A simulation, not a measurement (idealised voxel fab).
The process module presented herein is designated voxel double patterning.
180 nm wide, 5 nm square cells: that's cross-section cut.
In what follows, cross-sections appear as grids of square cells, described through bands that run from the top down, where every band is one or more rows of cells. Quick guide to a band line: top height, bottom height (nm) up front; then every material left to right with its width in nm. Only one material and it's marked "all across"? Then it fills the band edge to edge. And "empty" just means empty space. Height reference: 0 = level under which incoming wafer is all one material. Lowest band: no bottom, runs on downward, e.g. "z 0 and below". The two numbers in a width such as "30->40" mark its ends across the band: the first belongs to the top row of cells, the second to the bottom row, and from each row to the next the width moves by the same amount. "remains unaltered" (step): cross-section cells unchanged, all of them. In "Sealed-off cavities" the enclosed voids are listed, meaning empty spaces of 8 cells or larger without any opening to the top. The form is width x height at distance, distance from the left edge, units nm. Past the settings on a step's line: simulator remark, on that step. On any step carrying a mask, the "overlay nm" setting, if present on the step's line, tells how far right of its planned place the mask lay; negative values point to the left.
-- Process steps foreseen in the plan
| 1 | RECEIVE | material Si |
| 2 | CONFORMAL_DEP | material SiO2 | thk nm 10 |
| 3 | DIRECTIONAL_DEP | material polySi | thk nm 20 |
| 4 | DIRECTIONAL_DEP | material SiN | thk nm 5 |
| 5 | DIRECTIONAL_DEP | material aC | thk nm 10 |
| 6 | PATTERN | tone open | mask id FIRST | material resist | width nm 15 | pitch nm 50 | thk nm 25 | overlay nm 0 |
| 7 | DIRECTIONAL_ETCH | etch materials aC | depth nm 10 |
| 8 | STRIP | etch materials resist |
| 9 | DIRECTIONAL_ETCH | etch materials SiN | depth nm 5 |
| 10 | STRIP | etch materials aC |
| 11 | DIRECTIONAL_DEP | material aC | thk nm 15 |
| 12 | PATTERN | tone open | mask id SECOND | material resist | width nm 15 | pitch nm 50 | thk nm 30 | overlay nm 0 |
| 13 | DIRECTIONAL_ETCH | etch materials aC | depth nm 15 |
| 14 | STRIP | etch materials resist |
| 15 | DIRECTIONAL_ETCH | etch materials SiN | depth nm 5 |
| 16 | STRIP | etch materials aC |
| 17 | DIRECTIONAL_ETCH | etch materials polySi | depth nm 20 |
| 18 | STRIP | etch materials SiN |
-- as received, after step 1
z 0 and below: Si all across
Sealed-off cavities: none
-- Cross-sectional view of the first of the two wafers upon completion of the module, processed in accordance with the plan
z 30 to 10: polySi 30 nm; empty 15 nm; polySi 10 nm; empty 15 nm; polySi 10 nm; empty 15 nm; polySi 10 nm; empty 15 nm; polySi 10 nm; empty 15 nm; polySi 35 nm
z 10 to 0: SiO2 all across
z 0 and below: Si all across
Sealed-off cavities: none
-- Cross-section, second wafer: same start as the first, same plan as the first, one mistake in running it; taken at the end of the module
z 30 to 20: SiO2 all across
z 20 to 0: polySi all across
z 0 and below: Si all across
Sealed-off cavities: none
Plan not followed: steps 2 and 3 swapped
Counted in cells at the end, the second wafer holds more or fewer of these materials than the first: polySi +60
